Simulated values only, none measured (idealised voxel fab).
process module | voxel ribs on slabs
cross-section cut | 140 nm wide | cells 5 nm
A cross-section is a grid of square cells, given in bands from the top down. A band is one or more rows of cells.
Each band's line starts with the height of the band's top and of its bottom, in nm. Then come its materials from left to right, each with its width in nm. One material with "throughout" fills the band from edge to edge. "air" is empty space.
Height 0 is the level under which the wafer as received is all one material. The lowest band goes on downwards, as in "0 down".
A width such as "30 to 40" changes by the same amount from each row of cells to the next, from the band's top row to its bottom row.
"no change" after a step means that no cell of the cross-section changed.
closed voids: empty space of 8 cells or more with no open way to the top, each as width x height at its distance from the left edge, in nm
after a step's settings: what the simulator itself notes on the step
overlay nm, on a step with a mask: how far to the right of its planned place the mask lay; to the left if negative
plan
1 op RECEIVE | material Si
2 op DIRECTIONAL_DEP | material SiO2 | thk nm 20
3 op DIRECTIONAL_DEP | material polySi | thk nm 20
4 op DIRECTIONAL_DEP | material aC | thk nm 10
5 op PATTERN | tone cover | mask id RIB | material resist | width nm 20 | thk nm 30 | overlay nm 0
6 op DIRECTIONAL_ETCH | etch materials aC | depth nm 10
7 op STRIP | etch materials resist
8 op DIRECTIONAL_ETCH | etch materials polySi | depth nm 15
9 op STRIP | etch materials aC
10 op MASKED_ETCH | tone cover | mask id SLAB | width nm 50 | etch materials polySi | depth nm 5 | overlay nm 0
11 op FILL_DEP | material SiO2 | thk nm 20
12 op CMP | height nm 55
13 op DIRECTIONAL_DEP | material W | thk nm 10
14 op MASKED_ETCH | tone cover | mask id HEATER | width nm 30 | etch materials W | depth nm 10 | overlay nm 0
15 op CONFORMAL_DEP | material SiN | thk nm 5
as received, after step 1
  0 down: Si throughout
  closed voids: none
a wafer at the end: this start, this plan, one mistake
  70 to 65: air 55 | SiN 35 | air 50
  65 to 60: air 55 | SiN 5 | W 25 | SiN 5 | air 50
  60 to 55: SiN 60 | W 25 | SiN 55
  55 to 40: SiO2 throughout
  40 to 25: SiO2 60 | polySi 20 | SiO2 60
  25 to 20: SiO2 45 | polySi 50 | SiO2 45
  20 to 0: SiO2 throughout
  0 down: Si throughout
  closed voids: none
what went wrong: step 14 ran as: op MASKED_ETCH | tone cover | mask id HEATER | width nm 25 | etch materials W | depth nm 10 | overlay nm 0
